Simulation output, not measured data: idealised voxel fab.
process module | voxel self aligned contacts
We display cut, a cross-section 215 nm in width whose square cells are each 5 nm.
In this document a cross-section is written as a grid of square cells. It is given as a series of bands, listed from the top down, and a band is one or more rows of cells. The entry gives the band's vertical extent as a top height and a bottom height in nm, then its horizontal make-up as materials from left to right, each with a width in nm. "air" stands for empty space; a single material marked "everywhere" fills the band edge to edge. A quick word on heights: they are counted from 0, and under that level the wafer as it came to us is one material throughout. The lowest band is different from the rest in having no bottom; it simply continues downward, written as in "top 0, no bottom". You'd read "30->40" like this: the band's top row of cells is as wide as the first number, its bottom row is as wide as the second, and going down, every row changes width by the same amount as the row before did. Step note "nothing was modified" = no cross-section cell changed. Any empty space of 8 cells or more lacking an open way to the top shows up in "Closed internal cavities" as width x height at distance, distance from the left edge, in nm. Whatever follows a step's settings on its line is a remark the simulator itself makes about that step. overlay nm: step with mask; distance mask lay right of planned place; negative value = left of planned place.

# The following list gives the planned process steps
1,RECEIVE (material Si)
2,OXIDIZE (depth nm 5)
3,DIRECTIONAL_DEP (material polySi; thk nm 20)
4,DIRECTIONAL_DEP (material SiN; thk nm 20)
5,PATTERN (tone cover; mask id GATE; material resist; width nm 25; pitch nm 60; thk nm 20; overlay nm 0)
6,DIRECTIONAL_ETCH (etch materials SiN; depth nm 20)
7,DIRECTIONAL_ETCH (etch materials polySi; depth nm 20)
8,STRIP (etch materials resist)
9,CONFORMAL_DEP (material SiN; thk nm 10)
10,DIRECTIONAL_ETCH (etch materials SiN; depth nm 10)
11,FILL_DEP (material SiO2; thk nm 15)
12,CMP (height nm 45)
13,DIRECTIONAL_DEP (material aC; thk nm 15)
14,PATTERN (tone open; mask id CONTACT; material resist; width nm 45; pitch nm 60; thk nm 35; overlay nm 0)
15,DIRECTIONAL_ETCH (etch materials aC; depth nm 15)
16,STRIP (etch materials resist)
17,DIRECTIONAL_ETCH (etch materials SiO2; depth nm 50)
18,STRIP (etch materials aC)
19,CONFORMAL_DEP (material TiN; thk nm 5)
20,FILL_DEP (material W; thk nm 5)
21,CMP (height nm 45)
22,CONFORMAL_DEP (material SiN; thk nm 5)

# So this is the incoming wafer in cross-section - it's already been through step 1
    top 0, no bottom: Si everywhere
    Closed internal cavities: none

# Here's the wafer cut in cross-section after the module, started and planned just like above, except one thing was done wrong in the run
    top 50, bottom 45: SiN everywhere
    top 45, bottom 20: 20 nm SiO2, then 55 nm SiN, then 5 nm TiN, then 55 nm SiN, then 5 nm TiN, then 55 nm SiN, then 20 nm SiO2
    top 20, bottom 5: 20 nm SiO2, then 15 nm SiN, then 25 nm polySi, then 15 nm SiN, then 5 nm TiN, then 15 nm SiN, then 25 nm polySi, then 15 nm SiN, then 5 nm TiN, then 15 nm SiN, then 25 nm polySi, then 15 nm SiN, then 20 nm SiO2
    top 5, bottom 0: 35 nm SiN, then 25 nm polySi, then 35 nm SiN, then 25 nm polySi, then 35 nm SiN, then 25 nm polySi, then 35 nm SiN
    top 0, bottom -5: SiO2 everywhere
    top -5, no bottom: Si everywhere
    Closed internal cavities: none
Nonconformance to the process plan: step 9 was run on a setting that differed from the plan, and what really ran there is CONFORMAL_DEP (material SiN; thk nm 15)
